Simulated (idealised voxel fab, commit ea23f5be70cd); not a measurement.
Process module under the name voxel transistor to metal
The width of the displayed cross-section, cut, is 150 nm; its cells are square, with a size of 5 nm.
A cross-section is a grid of square cells, given in bands from the top down. A band is one or more rows of cells.
Band: top height; bottom height; in nm. Then, left to right: material with width in nm, for each material. "full width": a single material spanning edge to edge. "empty": empty space.
Heights are reckoned from 0. Under this level, the received wafer is all of one material. The bottommost band is open-ended downward, for example "0 down".
Width "30->40": first value at the band's top row of cells, second value at its bottom row, equal change from row to row.
A step reported as "no modifications" is a step in which no cell of the cross-section changed.
Heads up: "Fully closed voids" only lists the empty pockets with no open path to the top that are 8 cells or more, and it writes them as width x height at distance, distance from the left edge, in nm.
That trailing text on a step's line, after the settings, is the simulator's own remark on the step.
A step's line can hold "overlay nm"; with a mask on that step, the setting says how far right of the planned place the mask lay, while a negative setting says it lay to the left.

[The planned process steps are enumerated hereunder]
1) RECEIVE, material Si
2) OXIDIZE, depth nm 5
3) CONFORMAL_DEP, material SiN, thk nm 15
4) PATTERN, tone cover, mask id ACTIVE, material resist, width nm 115, thk nm 15, overlay nm 0
5) DIRECTIONAL_ETCH, etch materials SiN, depth nm 15
6) DIRECTIONAL_ETCH, etch materials SiO2, depth nm 5
7) DIRECTIONAL_ETCH, etch materials Si, depth nm 35
8) STRIP, etch materials resist
9) FILL_DEP, material SiO2, thk nm 15
10) CMP, height nm 15
11) SELECTIVE_ETCH, etch materials SiO2, depth nm 5
12) STRIP, etch materials SiN
13) SELECTIVE_ETCH, etch materials SiO2, depth nm 5
14) OXIDIZE, depth nm 5
15) DIRECTIONAL_DEP, material polySi, thk nm 30
16) DIRECTIONAL_DEP, material SiCN, thk nm 15
17) DIRECTIONAL_DEP, material aC, thk nm 15
18) PATTERN, tone cover, mask id GATE, material resist, width nm 35, thk nm 35, overlay nm 0
19) DIRECTIONAL_ETCH, etch materials aC, depth nm 15
20) STRIP, etch materials resist
21) DIRECTIONAL_ETCH, etch materials SiCN, depth nm 25
22) DIRECTIONAL_ETCH, etch materials polySi, depth nm 40
23) STRIP, etch materials aC
24) CONFORMAL_DEP, material SiO2, thk nm 5
25) DIRECTIONAL_ETCH, etch materials SiO2, depth nm 5
26) CONFORMAL_DEP, material SiN, thk nm 5
27) DIRECTIONAL_ETCH, etch materials SiN, depth nm 5
28) DIRECTIONAL_ETCH, etch materials SiO2, depth nm 5
29) DIRECTIONAL_ETCH, etch materials Si, depth nm 5
30) EPI, material nSi, thk nm 5
31) FILL_DEP, material SiO2, thk nm 5
32) CMP, height nm 25
33) STRIP, etch materials polySi
34) SELECTIVE_ETCH, etch materials SiO2, depth nm 5
35) CONFORMAL_DEP, material HfO2, thk nm 5
36) CONFORMAL_DEP, material TiN, thk nm 5
37) FILL_DEP, material W, thk nm 5
38) CMP, height nm 20
39) DIRECTIONAL_DEP, material SiO2, thk nm 10
40) MASKED_ETCH, tone open, mask id CONTACT, width nm 15, pitch nm 90, etch materials SiO2, depth nm 40, overlay nm 0
41) CONFORMAL_DEP, material TiN, thk nm 5
42) FILL_DEP, material W, thk nm 10
43) CMP, height nm 30
44) CONFORMAL_DEP, material SiCN, thk nm 5
45) DIRECTIONAL_DEP, material lowk, thk nm 15
46) PATTERN, tone open, mask id METAL_1, material resist, width nm 15, pitch nm 90, thk nm 15, overlay nm 0
47) DIRECTIONAL_ETCH, etch materials lowk, depth nm 15
48) DIRECTIONAL_ETCH, etch materials SiCN, depth nm 5
49) STRIP, etch materials resist
50) CONFORMAL_DEP, material TiN, thk nm 5
51) FILL_DEP, material W, thk nm 5
52) CMP, height nm 50
53) EPI, material Ru, thk nm 5
54) FILL_DEP, material SiCN, thk nm 5
55) DIRECTIONAL_DEP, material SiO2, thk nm 30
56) DIRECTIONAL_DEP, material aC, thk nm 15
57) PATTERN, tone open, mask id METAL_2, material resist, width nm 15, pitch nm 90, thk nm 35, overlay nm 0
58) DIRECTIONAL_ETCH, etch materials aC, depth nm 15
59) STRIP, etch materials resist
60) DIRECTIONAL_ETCH, etch materials SiO2, depth nm 15
61) STRIP, etch materials aC
62) MASKED_ETCH, tone open, mask id METAL_2_HOLES, width nm 15, pitch nm 90, etch materials SiO2, depth nm 15, overlay nm 0
63) MASKED_ETCH, tone open, mask id METAL_2_HOLES, width nm 15, pitch nm 90, etch materials SiCN, depth nm 5, overlay nm 0
64) CONFORMAL_DEP, material TiN, thk nm 5
65) FILL_DEP, material Cu, thk nm 10
66) CMP, height nm 90
67) CONFORMAL_DEP, material SiCN, thk nm 5

[first wafer, as planned]

[Wafer cross-section on receipt, i.e. after step 1]
0 down  Si full width
Fully closed voids: none

[Cross-sectional representation of the wafer at the conclusion of step 2]
0 to -5  SiO2 full width
Note: structure below -5 unchanged.

[Cross-sectional representation of the wafer at the conclusion of step 3]
15 to 0  SiN full width
Note: structure below 0 unchanged.

[Cross-sectional representation of the wafer at the conclusion of step 4]
30 to 15  empty (15); resist (115); empty (20)
Note: structure below 15 unchanged.

[Cross-sectional representation of the wafer at the conclusion of step 5]
30 to 15  empty (15); resist (115); empty (20)
15 to 0  empty (15); SiN (115); empty (20)
Note: structure below 0 unchanged.

[Cross-sectional representation of the wafer at the conclusion of step 6]
30 to 15  empty (15); resist (115); empty (20)
15 to 0  empty (15); SiN (115); empty (20)
0 to -5  empty (15); SiO2 (115); empty (20)
Note: structure below -5 unchanged.

[Cross-sectional representation of the wafer at the conclusion of step 7]
30 to 15  empty (15); resist (115); empty (20)
15 to 0  empty (15); SiN (115); empty (20)
0 to -5  empty (15); SiO2 (115); empty (20)
-5 to -40  empty (15); Si (115); empty (20)
Note: structure below -40 unchanged.

[Cross-sectional representation of the wafer at the conclusion of step 8]
15 to 0  empty (15); SiN (115); empty (20)
Note: structure below 0 unchanged.

[Cross-sectional representation of the wafer at the conclusion of step 9]
30 to 15  SiO2 full width
15 to 0  SiO2 (15); SiN (115); SiO2 (20)
0 to -5  SiO2 full width
-5 to -40  SiO2 (15); Si (115); SiO2 (20)
Note: structure below -40 unchanged.

[Cross-sectional representation of the wafer at the conclusion of step 10]
15 to 0  SiO2 (15); SiN (115); SiO2 (20)
Note: structure below 0 unchanged.

[Cross-sectional representation of the wafer at the conclusion of step 11]
15 to 10  empty (15); SiN (115); empty (20)
Note: structure below 10 unchanged.

[Cross-sectional representation of the wafer at the conclusion of step 12]
10 to 0  SiO2 (15); empty (115); SiO2 (20)
Note: structure below 0 unchanged.

[Cross-sectional representation of the wafer at the conclusion of step 13]
5 to -5  SiO2 (10); empty (125); SiO2 (15)
Note: structure below -5 unchanged.

[Cross-sectional representation of the wafer at the conclusion of step 14]
5 to -5  SiO2 (10); empty (125); SiO2 (15)
-5 to -10  SiO2 full width
Note: structure below -10 unchanged.

[Cross-sectional representation of the wafer at the conclusion of step 15]
35 to 25  polySi (10); empty (125); polySi (15)
25 to 5  polySi full width
5 to -5  SiO2 (10); polySi (125); SiO2 (15)
Note: structure below -5 unchanged.

[Cross-sectional representation of the wafer at the conclusion of step 16]
50 to 40  SiCN (10); empty (125); SiCN (15)
40 to 35  SiCN full width
35 to 25  polySi (10); SiCN (125); polySi (15)
Note: structure below 25 unchanged.

[Cross-sectional representation of the wafer at the conclusion of step 17]
65 to 55  aC (10); empty (125); aC (15)
55 to 50  aC full width
50 to 40  SiCN (10); aC (125); SiCN (15)
Note: structure below 40 unchanged.

[Cross-sectional representation of the wafer at the conclusion of step 18]
100 to 65  empty (55); resist (35); empty (60)
65 to 55  aC (10); empty (45); resist (35); empty (45); aC (15)
Note: structure below 55 unchanged.

[Cross-sectional representation of the wafer at the conclusion of step 19]
85 to 55  empty (55); resist (35); empty (60)
55 to 50  empty (55); aC (35); empty (60)
50 to 40  SiCN (10); empty (45); aC (35); empty (45); SiCN (15)
Note: structure below 40 unchanged.

[Cross-sectional representation of the wafer at the conclusion of step 20]
55 to 50  empty (55); aC (35); empty (60)
Note: structure below 50 unchanged.

[Cross-sectional representation of the wafer at the conclusion of step 21]
55 to 40  empty (55); aC (35); empty (60)
40 to 35  empty (55); SiCN (35); empty (60)
35 to 25  polySi (10); empty (45); SiCN (35); empty (45); polySi (15)
Note: structure below 25 unchanged.

[Cross-sectional representation of the wafer at the conclusion of step 22]
55 to 40  empty (55); aC (35); empty (60)
40 to 25  empty (55); SiCN (35); empty (60)
25 to 5  empty (55); polySi (35); empty (60)
5 to -5  SiO2 (10); empty (45); polySi (35); empty (45); SiO2 (15)
Note: structure below -5 unchanged.

[Cross-sectional representation of the wafer at the conclusion of step 23]
40 to 25  empty (55); SiCN (35); empty (60)
Note: structure below 25 unchanged.

[Cross-sectional representation of the wafer at the conclusion of step 24]
45 to 40  empty (50); SiO2 (45); empty (55)
40 to 25  empty (50); SiO2 (5); SiCN (35); SiO2 (5); empty (55)
25 to 10  empty (50); SiO2 (5); polySi (35); SiO2 (5); empty (55)
10 to 0  SiO2 (15); empty (35); SiO2 (5); polySi (35); SiO2 (5); empty (35); SiO2 (20)
0 to -5  SiO2 (55); polySi (35); SiO2 (60)
Note: structure below -5 unchanged.

[Cross-sectional representation of the wafer at the conclusion of step 25]
40 to 25  empty (50); SiO2 (5); SiCN (35); SiO2 (5); empty (55)
25 to 5  empty (50); SiO2 (5); polySi (35); SiO2 (5); empty (55)
5 to -5  SiO2 (15); empty (35); SiO2 (5); polySi (35); SiO2 (5); empty (35); SiO2 (20)
Note: structure below -5 unchanged.

[Cross-sectional representation of the wafer at the conclusion of step 26]
45 to 40  empty (45); SiN (55); empty (50)
40 to 25  empty (45); SiN (5); SiO2 (5); SiCN (35); SiO2 (5); SiN (5); empty (50)
25 to 10  empty (45); SiN (5); SiO2 (5); polySi (35); SiO2 (5); SiN (5); empty (50)
10 to 5  SiN (20); empty (25); SiN (5); SiO2 (5); polySi (35); SiO2 (5); SiN (5); empty (25); SiN (25)
5 to 0  SiO2 (15); SiN (5); empty (25); SiN (5); SiO2 (5); polySi (35); SiO2 (5); SiN (5); empty (25); SiN (5); SiO2 (20)
0 to -5  SiO2 (15); SiN (35); SiO2 (5); polySi (35); SiO2 (5); SiN (35); SiO2 (20)
Note: structure below -5 unchanged.

[Cross-sectional representation of the wafer at the conclusion of step 27]
40 to 25  empty (45); SiN (5); SiO2 (5); SiCN (35); SiO2 (5); SiN (5); empty (50)
25 to 5  empty (45); SiN (5); SiO2 (5); polySi (35); SiO2 (5); SiN (5); empty (50)
5 to -5  SiO2 (15); SiN (5); empty (25); SiN (5); SiO2 (5); polySi (35); SiO2 (5); SiN (5); empty (25); SiN (5); SiO2 (20)
Note: structure below -5 unchanged.

[Cross-sectional representation of the wafer at the conclusion of step 28]
40 to 35  empty (45); SiN (5); empty (5); SiCN (35); empty (5); SiN (5); empty (50)
35 to 25  empty (45); SiN (5); SiO2 (5); SiCN (35); SiO2 (5); SiN (5); empty (50)
25 to 5  empty (45); SiN (5); SiO2 (5); polySi (35); SiO2 (5); SiN (5); empty (50)
5 to 0  empty (15); SiN (5); empty (25); SiN (5); SiO2 (5); polySi (35); SiO2 (5); SiN (5); empty (25); SiN (5); empty (20)
0 to -5  SiO2 (15); SiN (5); empty (25); SiN (5); SiO2 (5); polySi (35); SiO2 (5); SiN (5); empty (25); SiN (5); SiO2 (20)
-5 to -10  SiO2 (20); empty (25); SiO2 (55); empty (25); SiO2 (25)
Note: structure below -10 unchanged.

[Cross-sectional representation of the wafer at the conclusion of step 29]
40 to 35  empty (45); SiN (5); empty (5); SiCN (35); empty (5); SiN (5); empty (50)
35 to 25  empty (45); SiN (5); SiO2 (5); SiCN (35); SiO2 (5); SiN (5); empty (50)
25 to 5  empty (45); SiN (5); SiO2 (5); polySi (35); SiO2 (5); SiN (5); empty (50)
5 to 0  empty (15); SiN (5); empty (25); SiN (5); SiO2 (5); polySi (35); SiO2 (5); SiN (5); empty (25); SiN (5); empty (20)
0 to -5  SiO2 (15); SiN (5); empty (25); SiN (5); SiO2 (5); polySi (35); SiO2 (5); SiN (5); empty (25); SiN (5); SiO2 (20)
-5 to -10  SiO2 (20); empty (25); SiO2 (55); empty (25); SiO2 (25)
-10 to -15  SiO2 (15); Si (5); empty (25); Si (55); empty (25); Si (5); SiO2 (20)
Note: structure below -15 unchanged.

[Cross-sectional representation of the wafer at the conclusion of step 30]
40 to 35  empty (45); SiN (5); empty (5); SiCN (35); empty (5); SiN (5); empty (50)
35 to 25  empty (45); SiN (5); SiO2 (5); SiCN (35); SiO2 (5); SiN (5); empty (50)
25 to 5  empty (45); SiN (5); SiO2 (5); polySi (35); SiO2 (5); SiN (5); empty (50)
5 to 0  empty (15); SiN (5); empty (25); SiN (5); SiO2 (5); polySi (35); SiO2 (5); SiN (5); empty (25); SiN (5); empty (20)
0 to -5  SiO2 (15); SiN (5); empty (25); SiN (5); SiO2 (5); polySi (35); SiO2 (5); SiN (5); empty (25); SiN (5); SiO2 (20)
-5 to -10  SiO2 (20); nSi (5); empty (15); nSi (5); SiO2 (55); nSi (5); empty (15); nSi (5); SiO2 (25)
-10 to -15  SiO2 (15); Si (5); nSi (25); Si (55); nSi (25); Si (5); SiO2 (20)
Note: structure below -15 unchanged.

[Cross-sectional representation of the wafer at the conclusion of step 31]
45 to 40  SiO2 full width
40 to 25  SiO2 (45); SiN (5); SiO2 (5); SiCN (35); SiO2 (5); SiN (5); SiO2 (50)
25 to 5  SiO2 (45); SiN (5); SiO2 (5); polySi (35); SiO2 (5); SiN (5); SiO2 (50)
5 to -5  SiO2 (15); SiN (5); SiO2 (25); SiN (5); SiO2 (5); polySi (35); SiO2 (5); SiN (5); SiO2 (25); SiN (5); SiO2 (20)
-5 to -10  SiO2 (20); nSi (5); SiO2 (15); nSi (5); SiO2 (55); nSi (5); SiO2 (15); nSi (5); SiO2 (25)
Note: structure below -10 unchanged.

[Cross-sectional representation of the wafer at the conclusion of step 32]
25 to 5  SiO2 (45); SiN (5); SiO2 (5); polySi (35); SiO2 (5); SiN (5); SiO2 (50)
Note: structure below 5 unchanged.

[Cross-sectional representation of the wafer at the conclusion of step 33]
25 to 5  SiO2 (45); SiN (5); SiO2 (5); empty (35); SiO2 (5); SiN (5); SiO2 (50)
5 to -5  SiO2 (15); SiN (5); SiO2 (25); SiN (5); SiO2 (5); empty (35); SiO2 (5); SiN (5); SiO2 (25); SiN (5); SiO2 (20)
Note: structure below -5 unchanged.

[Cross-sectional representation of the wafer at the conclusion of step 34]
25 to 20  empty (45); SiN (5); empty (45); SiN (5); empty (50)
20 to 5  SiO2 (45); SiN (5); empty (45); SiN (5); SiO2 (50)
5 to -5  SiO2 (15); SiN (5); SiO2 (25); SiN (5); empty (45); SiN (5); SiO2 (25); SiN (5); SiO2 (20)
-5 to -10  SiO2 (20); nSi (5); SiO2 (15); nSi (5); SiO2 (5); empty (45); SiO2 (5); nSi (5); SiO2 (15); nSi (5); SiO2 (25)
Note: structure below -10 unchanged.

[Cross-sectional representation of the wafer at the conclusion of step 35]
30 to 25  empty (40); HfO2 (15); empty (35); HfO2 (15); empty (45)
25 to 20  HfO2 (45); SiN (5); HfO2 (5); empty (35); HfO2 (5); SiN (5); HfO2 (50)
20 to 5  SiO2 (45); SiN (5); HfO2 (5); empty (35); HfO2 (5); SiN (5); SiO2 (50)
5 to -5  SiO2 (15); SiN (5); SiO2 (25); SiN (5); HfO2 (5); empty (35); HfO2 (5); SiN (5); SiO2 (25); SiN (5); SiO2 (20)
-5 to -10  SiO2 (20); nSi (5); SiO2 (15); nSi (5); SiO2 (5); HfO2 (45); SiO2 (5); nSi (5); SiO2 (15); nSi (5); SiO2 (25)
Note: structure below -10 unchanged.

[Cross-sectional representation of the wafer at the conclusion of step 36]
35 to 30  empty (35); TiN (25); empty (25); TiN (25); empty (40)
30 to 25  TiN (40); HfO2 (15); TiN (5); empty (25); TiN (5); HfO2 (15); TiN (45)
25 to 20  HfO2 (45); SiN (5); HfO2 (5); TiN (5); empty (25); TiN (5); HfO2 (5); SiN (5); HfO2 (50)
20 to 5  SiO2 (45); SiN (5); HfO2 (5); TiN (5); empty (25); TiN (5); HfO2 (5); SiN (5); SiO2 (50)
5 to 0  SiO2 (15); SiN (5); SiO2 (25); SiN (5); HfO2 (5); TiN (5); empty (25); TiN (5); HfO2 (5); SiN (5); SiO2 (25); SiN (5); SiO2 (20)
0 to -5  SiO2 (15); SiN (5); SiO2 (25); SiN (5); HfO2 (5); TiN (35); HfO2 (5); SiN (5); SiO2 (25); SiN (5); SiO2 (20)
Note: structure below -5 unchanged.

[Cross-sectional representation of the wafer at the conclusion of step 37]
40 to 35  W full width
35 to 30  W (35); TiN (25); W (25); TiN (25); W (40)
30 to 25  TiN (40); HfO2 (15); TiN (5); W (25); TiN (5); HfO2 (15); TiN (45)
25 to 20  HfO2 (45); SiN (5); HfO2 (5); TiN (5); W (25); TiN (5); HfO2 (5); SiN (5); HfO2 (50)
20 to 5  SiO2 (45); SiN (5); HfO2 (5); TiN (5); W (25); TiN (5); HfO2 (5); SiN (5); SiO2 (50)
5 to 0  SiO2 (15); SiN (5); SiO2 (25); SiN (5); HfO2 (5); TiN (5); W (25); TiN (5); HfO2 (5); SiN (5); SiO2 (25); SiN (5); SiO2 (20)
Note: structure below 0 unchanged.

[Cross-sectional representation of the wafer at the conclusion of step 38]
20 to 5  SiO2 (45); SiN (5); HfO2 (5); TiN (5); W (25); TiN (5); HfO2 (5); SiN (5); SiO2 (50)
Note: structure below 5 unchanged.

[Cross-sectional representation of the wafer at the conclusion of step 39]
30 to 20  SiO2 full width
Note: structure below 20 unchanged.

[Cross-sectional representation of the wafer at the conclusion of step 40]
30 to 20  SiO2 (20); empty (15); SiO2 (75); empty (15); SiO2 (25)
20 to 5  SiO2 (20); empty (15); SiO2 (10); SiN (5); HfO2 (5); TiN (5); W (25); TiN (5); HfO2 (5); SiN (5); SiO2 (10); empty (15); SiO2 (25)
5 to 0  SiO2 (15); SiN (5); empty (15); SiO2 (10); SiN (5); HfO2 (5); TiN (5); W (25); TiN (5); HfO2 (5); SiN (5); SiO2 (10); empty (15); SiN (5); SiO2 (20)
0 to -5  SiO2 (15); SiN (5); empty (15); SiO2 (10); SiN (5); HfO2 (5); TiN (35); HfO2 (5); SiN (5); SiO2 (10); empty (15); SiN (5); SiO2 (20)
-5 to -10  SiO2 (20); nSi (5); empty (10); SiO2 (5); nSi (5); SiO2 (5); HfO2 (45); SiO2 (5); nSi (5); SiO2 (5); empty (10); nSi (5); SiO2 (25)
Note: structure below -10 unchanged.

[Cross-sectional representation of the wafer at the conclusion of step 41]
35 to 30  TiN (25); empty (5); TiN (85); empty (5); TiN (30)
30 to 20  SiO2 (20); TiN (5); empty (5); TiN (5); SiO2 (75); TiN (5); empty (5); TiN (5); SiO2 (25)
20 to 5  SiO2 (20); TiN (5); empty (5); TiN (5); SiO2 (10); SiN (5); HfO2 (5); TiN (5); W (25); TiN (5); HfO2 (5); SiN (5); SiO2 (10); TiN (5); empty (5); TiN (5); SiO2 (25)
5 to 0  SiO2 (15); SiN (5); TiN (5); empty (5); TiN (5); SiO2 (10); SiN (5); HfO2 (5); TiN (5); W (25); TiN (5); HfO2 (5); SiN (5); SiO2 (10); TiN (5); empty (5); TiN (5); SiN (5); SiO2 (20)
0 to -5  SiO2 (15); SiN (5); TiN (15); SiO2 (10); SiN (5); HfO2 (5); TiN (35); HfO2 (5); SiN (5); SiO2 (10); TiN (15); SiN (5); SiO2 (20)
-5 to -10  SiO2 (20); nSi (5); TiN (10); SiO2 (5); nSi (5); SiO2 (5); HfO2 (45); SiO2 (5); nSi (5); SiO2 (5); TiN (10); nSi (5); SiO2 (25)
Note: structure below -10 unchanged.

[Cross-sectional representation of the wafer at the conclusion of step 42]
45 to 35  W full width
35 to 30  TiN (25); W (5); TiN (85); W (5); TiN (30)
30 to 20  SiO2 (20); TiN (5); W (5); TiN (5); SiO2 (75); TiN (5); W (5); TiN (5); SiO2 (25)
20 to 5  SiO2 (20); TiN (5); W (5); TiN (5); SiO2 (10); SiN (5); HfO2 (5); TiN (5); W (25); TiN (5); HfO2 (5); SiN (5); SiO2 (10); TiN (5); W (5); TiN (5); SiO2 (25)
5 to 0  SiO2 (15); SiN (5); TiN (5); W (5); TiN (5); SiO2 (10); SiN (5); HfO2 (5); TiN (5); W (25); TiN (5); HfO2 (5); SiN (5); SiO2 (10); TiN (5); W (5); TiN (5); SiN (5); SiO2 (20)
Note: structure below 0 unchanged.

[Cross-sectional representation of the wafer at the conclusion of step 43]
30 to 20  SiO2 (20); TiN (5); W (5); TiN (5); SiO2 (75); TiN (5); W (5); TiN (5); SiO2 (25)
Note: structure below 20 unchanged.

[Cross-sectional representation of the wafer at the conclusion of step 44]
35 to 30  SiCN full width
Note: structure below 30 unchanged.

[Cross-sectional representation of the wafer at the conclusion of step 45]
50 to 35  lowk full width
Note: structure below 35 unchanged.

[Cross-sectional representation of the wafer at the conclusion of step 46]
65 to 50  resist (20); empty (15); resist (75); empty (15); resist (25)
Note: structure below 50 unchanged.

[Cross-sectional representation of the wafer at the conclusion of step 47]
65 to 50  resist (20); empty (15); resist (75); empty (15); resist (25)
50 to 35  lowk (20); empty (15); lowk (75); empty (15); lowk (25)
Note: structure below 35 unchanged.

[Cross-sectional representation of the wafer at the conclusion of step 48]
65 to 50  resist (20); empty (15); resist (75); empty (15); resist (25)
50 to 35  lowk (20); empty (15); lowk (75); empty (15); lowk (25)
35 to 30  SiCN (20); empty (15); SiCN (75); empty (15); SiCN (25)
Note: structure below 30 unchanged.

[Cross-sectional representation of the wafer at the conclusion of step 49]
50 to 35  lowk (20); empty (15); lowk (75); empty (15); lowk (25)
Note: structure below 35 unchanged.

[Cross-sectional representation of the wafer at the conclusion of step 50]
55 to 50  TiN (25); empty (5); TiN (85); empty (5); TiN (30)
50 to 35  lowk (20); TiN (5); empty (5); TiN (5); lowk (75); TiN (5); empty (5); TiN (5); lowk (25)
35 to 30  SiCN (20); TiN (15); SiCN (75); TiN (15); SiCN (25)
Note: structure below 30 unchanged.

[Cross-sectional representation of the wafer at the conclusion of step 51]
60 to 55  W full width
55 to 50  TiN (25); W (5); TiN (85); W (5); TiN (30)
50 to 35  lowk (20); TiN (5); W (5); TiN (5); lowk (75); TiN (5); W (5); TiN (5); lowk (25)
Note: structure below 35 unchanged.

[Cross-sectional representation of the wafer at the conclusion of step 52]
50 to 35  lowk (20); TiN (5); W (5); TiN (5); lowk (75); TiN (5); W (5); TiN (5); lowk (25)
Note: structure below 35 unchanged.

[Cross-sectional representation of the wafer at the conclusion of step 53]
55 to 50  empty (15); Ru (25); empty (65); Ru (25); empty (20)
Note: structure below 50 unchanged.

[Cross-sectional representation of the wafer at the conclusion of step 54]
60 to 55  SiCN full width
55 to 50  SiCN (15); Ru (25); SiCN (65); Ru (25); SiCN (20)
Note: structure below 50 unchanged.

[Cross-sectional representation of the wafer at the conclusion of step 55]
90 to 60  SiO2 full width
Note: structure below 60 unchanged.

[Cross-sectional representation of the wafer at the conclusion of step 56]
105 to 90  aC full width
Note: structure below 90 unchanged.

[Cross-sectional representation of the wafer at the conclusion of step 57]
140 to 105  resist (20); empty (15); resist (75); empty (15); resist (25)
Note: structure below 105 unchanged.

[Cross-sectional representation of the wafer at the conclusion of step 58]
125 to 105  resist (20); empty (15); resist (75); empty (15); resist (25)
105 to 90  aC (20); empty (15); aC (75); empty (15); aC (25)
Note: structure below 90 unchanged.

[Cross-sectional representation of the wafer at the conclusion of step 59]
105 to 90  aC (20); empty (15); aC (75); empty (15); aC (25)
Note: structure below 90 unchanged.

[Cross-sectional representation of the wafer at the conclusion of step 60]
105 to 90  aC (20); empty (15); aC (75); empty (15); aC (25)
90 to 75  SiO2 (20); empty (15); SiO2 (75); empty (15); SiO2 (25)
Note: structure below 75 unchanged.

[Cross-sectional representation of the wafer at the conclusion of step 61]
90 to 75  SiO2 (20); empty (15); SiO2 (75); empty (15); SiO2 (25)
Note: structure below 75 unchanged.

[Cross-sectional representation of the wafer at the conclusion of step 62]
90 to 60  SiO2 (20); empty (15); SiO2 (75); empty (15); SiO2 (25)
Note: structure below 60 unchanged.

[Cross-sectional representation of the wafer at the conclusion of step 63]
90 to 60  SiO2 (20); empty (15); SiO2 (75); empty (15); SiO2 (25)
60 to 55  SiCN (20); empty (15); SiCN (75); empty (15); SiCN (25)
Note: structure below 55 unchanged.

[Cross-sectional representation of the wafer at the conclusion of step 64]
95 to 90  TiN (25); empty (5); TiN (85); empty (5); TiN (30)
90 to 60  SiO2 (20); TiN (5); empty (5); TiN (5); SiO2 (75); TiN (5); empty (5); TiN (5); SiO2 (25)
60 to 55  SiCN (20); TiN (15); SiCN (75); TiN (15); SiCN (25)
Note: structure below 55 unchanged.

[Cross-sectional representation of the wafer at the conclusion of step 65]
105 to 95  Cu full width
95 to 90  TiN (25); Cu (5); TiN (85); Cu (5); TiN (30)
90 to 60  SiO2 (20); TiN (5); Cu (5); TiN (5); SiO2 (75); TiN (5); Cu (5); TiN (5); SiO2 (25)
Note: structure below 60 unchanged.

[Cross-sectional representation of the wafer at the conclusion of step 66]
90 to 60  SiO2 (20); TiN (5); Cu (5); TiN (5); SiO2 (75); TiN (5); Cu (5); TiN (5); SiO2 (25)
Note: structure below 60 unchanged.

[Cross-sectional representation of the wafer at the conclusion of step 67]
95 to 90  SiCN full width
Note: structure below 90 unchanged.

[Wafer two of two - same starting point, same process plan, one mistake in execution; matches wafer one up to and including step 54]

[The second wafer cut through, at the time step 55 was supposed to be finished]
75 to 60  aC full width
Note: structure below 60 unchanged.

[The second wafer cut through, at the time step 56 was supposed to be finished]
105 to 75  SiO2 full width
Note: structure below 75 unchanged.

[The second wafer cut through, at the time step 57 was supposed to be finished]
140 to 105  resist (20); empty (15); resist (75); empty (15); resist (25)
Note: structure below 105 unchanged.

[The second wafer cut through, at the time step 58 was supposed to be finished]
125 to 105  resist (20); empty (15); resist (75); empty (15); resist (25)
Note: structure below 105 unchanged.

[The second wafer cut through, at the time step 59 was supposed to be finished]
105 to 75  SiO2 full width
Note: structure below 75 unchanged.

[The second wafer cut through, at the time step 60 was supposed to be finished]
90 to 75  SiO2 full width
Note: structure below 75 unchanged.

The second wafer cut through, at the time step 61 was supposed to be finished: no modifications

[The second wafer cut through, at the time step 62 was supposed to be finished]
90 to 75  SiO2 (20); empty (15); SiO2 (75); empty (15); SiO2 (25)
Note: structure below 75 unchanged.

The second wafer cut through, at the time step 63 was supposed to be finished: no modifications

[The second wafer cut through, at the time step 64 was supposed to be finished]
95 to 90  TiN (25); empty (5); TiN (85); empty (5); TiN (30)
90 to 80  SiO2 (20); TiN (5); empty (5); TiN (5); SiO2 (75); TiN (5); empty (5); TiN (5); SiO2 (25)
80 to 75  SiO2 (20); TiN (15); SiO2 (75); TiN (15); SiO2 (25)
Note: structure below 75 unchanged.

[The second wafer cut through, at the time step 65 was supposed to be finished]
105 to 95  Cu full width
95 to 90  TiN (25); Cu (5); TiN (85); Cu (5); TiN (30)
90 to 80  SiO2 (20); TiN (5); Cu (5); TiN (5); SiO2 (75); TiN (5); Cu (5); TiN (5); SiO2 (25)
Note: structure below 80 unchanged.

[The second wafer cut through, at the time step 66 was supposed to be finished]
90 to 80  SiO2 (20); TiN (5); Cu (5); TiN (5); SiO2 (75); TiN (5); Cu (5); TiN (5); SiO2 (25)
Note: structure below 80 unchanged.

[The second wafer cut through, at the time step 67 was supposed to be finished]
95 to 90  SiCN full width
Note: structure below 90 unchanged.
The mistake made against the process plan was this: plan vs actual: 55 and 56 interchanged
Looking at both finished wafers in cells, the second ends up ahead of or behind the first on some materials: -8 Cu, +6 SiCN, -72 SiO2, -16 TiN, +90 aC
